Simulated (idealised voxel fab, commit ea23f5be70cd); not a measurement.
Title: Process Module voxel ribs on slabs
The width of the displayed cross-section, cut, is 270 nm; its cells are square, with a size of 5 nm.
Throughout this document, each cross-section is represented as a grid of square cells and is presented as a sequence of bands enumerated from the top downward, where a band comprises one or more rows of cells.
What a band's entry tells you: where the top is and where the bottom is, as heights in nm, and after that what lies inside, material by material from left to right, each with its width in nm. Empty space is written as the word "air", and a single material marked with the word "throughout" occupies the band from edge to edge.
It should be noted that heights are counted from 0, beneath which the wafer as supplied is of one material throughout, and that the lowest band possesses no lower boundary but continues downward, as written in "0 nm and below".
Width "30 to 40": first value at the band's top row of cells, second value at its bottom row, equal change from row to row.
It should be understood that the words "identical to before", when stated for a given step, signify that the cross-section underwent no change in any of its cells during that step.
What "Enclosed empty spaces" gives you is every empty space of 8 cells or more that is cut off from the top. Each appears as width x height at distance, with the distance taken from the left edge and width, height and distance all in nm.
Note: text after step settings on the step line = simulator remark on that step.
You can add "overlay nm" to a step's line. For a step with a mask, it describes how far the mask lay to the right of its planned position, and a negative number describes a lay to the left.

# So here's the lineup of process steps we planned
- 1: RECEIVE (material Si)
- 2: DIRECTIONAL_DEP (material SiO2; thk nm 30)
- 3: DIRECTIONAL_DEP (material polySi; thk nm 25)
- 4: MASKED_ETCH (tone cover; mask id RIB; width nm 20; etch materials polySi; depth nm 5; overlay nm 0)
- 5: MASKED_ETCH (tone cover; mask id SLAB; width nm 80; etch materials polySi; depth nm 20; overlay nm 0)
- 6: FILL_DEP (material SiO2; thk nm 30)
- 7: CMP (height nm 75)
- 8: DIRECTIONAL_DEP (material W; thk nm 10)
- 9: PATTERN (tone cover; mask id HEATER; material resist; width nm 30; thk nm 15; overlay nm 0)
- 10: DIRECTIONAL_ETCH (etch materials W; depth nm 10)
- 11: STRIP (etch materials resist)
- 12: CONFORMAL_DEP (material SiO2; thk nm 10)

# The first of the two wafers, which ran as planned

# Incoming wafer in cross-section (state: after step 1)
	0 nm and below: Si throughout
	Enclosed empty spaces: none

# State of the wafer after step 2, shown in cross-section
	30 nm to 0 nm: SiO2 throughout
	All layers under 0 are left as they were.

# State of the wafer after step 3, shown in cross-section
	55 nm to 30 nm: polySi throughout
	All layers under 30 are left as they were.

# State of the wafer after step 4, shown in cross-section
	55 nm to 50 nm: air 125 nm  polySi 20 nm  air 125 nm
	All layers under 50 are left as they were.

# State of the wafer after step 5, shown in cross-section
	55 nm to 50 nm: air 125 nm  polySi 20 nm  air 125 nm
	50 nm to 30 nm: air 95 nm  polySi 80 nm  air 95 nm
	All layers under 30 are left as they were.

# State of the wafer after step 6, shown in cross-section
	85 nm to 55 nm: SiO2 throughout
	55 nm to 50 nm: SiO2 125 nm  polySi 20 nm  SiO2 125 nm
	50 nm to 30 nm: SiO2 95 nm  polySi 80 nm  SiO2 95 nm
	All layers under 30 are left as they were.

# State of the wafer after step 7, shown in cross-section
	75 nm to 55 nm: SiO2 throughout
	All layers under 55 are left as they were.

# State of the wafer after step 8, shown in cross-section
	85 nm to 75 nm: W throughout
	All layers under 75 are left as they were.

# State of the wafer after step 9, shown in cross-section
	100 nm to 85 nm: air 120 nm  resist 30 nm  air 120 nm
	All layers under 85 are left as they were.

# State of the wafer after step 10, shown in cross-section
	100 nm to 85 nm: air 120 nm  resist 30 nm  air 120 nm
	85 nm to 75 nm: air 120 nm  W 30 nm  air 120 nm
	All layers under 75 are left as they were.

# State of the wafer after step 11, shown in cross-section
	85 nm to 75 nm: air 120 nm  W 30 nm  air 120 nm
	All layers under 75 are left as they were.

# State of the wafer after step 12, shown in cross-section
	95 nm to 85 nm: air 110 nm  SiO2 50 nm  air 110 nm
	85 nm to 75 nm: SiO2 120 nm  W 30 nm  SiO2 120 nm
	All layers under 75 are left as they were.

# Wafer two. Same start, same plan, one slip in execution. Same as wafer one through step 3, inclusive

# Second wafer: cross-section at the scheduled end of step 4
	55 nm to 50 nm: air 120 nm  polySi 30 nm  air 120 nm
	All layers under 50 are left as they were.

# Second wafer: cross-section at the scheduled end of step 5
	55 nm to 50 nm: air 120 nm  polySi 30 nm  air 120 nm
	50 nm to 30 nm: air 95 nm  polySi 80 nm  air 95 nm
	All layers under 30 are left as they were.

# Second wafer: cross-section at the scheduled end of step 6
	85 nm to 55 nm: SiO2 throughout
	55 nm to 50 nm: SiO2 120 nm  polySi 30 nm  SiO2 120 nm
	50 nm to 30 nm: SiO2 95 nm  polySi 80 nm  SiO2 95 nm
	All layers under 30 are left as they were.

# Second wafer: cross-section at the scheduled end of step 7
	75 nm to 55 nm: SiO2 throughout
	All layers under 55 are left as they were.

# Second wafer: cross-section at the scheduled end of step 8
	85 nm to 75 nm: W throughout
	All layers under 75 are left as they were.

# Second wafer: cross-section at the scheduled end of step 9
	100 nm to 85 nm: air 120 nm  resist 30 nm  air 120 nm
	All layers under 85 are left as they were.

# Second wafer: cross-section at the scheduled end of step 10
	100 nm to 85 nm: air 120 nm  resist 30 nm  air 120 nm
	85 nm to 75 nm: air 120 nm  W 30 nm  air 120 nm
	All layers under 75 are left as they were.

# Second wafer: cross-section at the scheduled end of step 11
	85 nm to 75 nm: air 120 nm  W 30 nm  air 120 nm
	All layers under 75 are left as they were.

# Second wafer: cross-section at the scheduled end of step 12
	95 nm to 85 nm: air 110 nm  SiO2 50 nm  air 110 nm
	85 nm to 75 nm: SiO2 120 nm  W 30 nm  SiO2 120 nm
	All layers under 75 are left as they were.
The mistake made against the process plan was this: so step 4 ended up running with a different setting than we planned, it ran as MASKED_ETCH (tone cover; mask id RIB; width nm 30; etch materials polySi; depth nm 5; overlay nm 0)
Final comparison by cell count, materials where the second wafer has more or fewer than the first: -2 SiO2 | +2 polySi
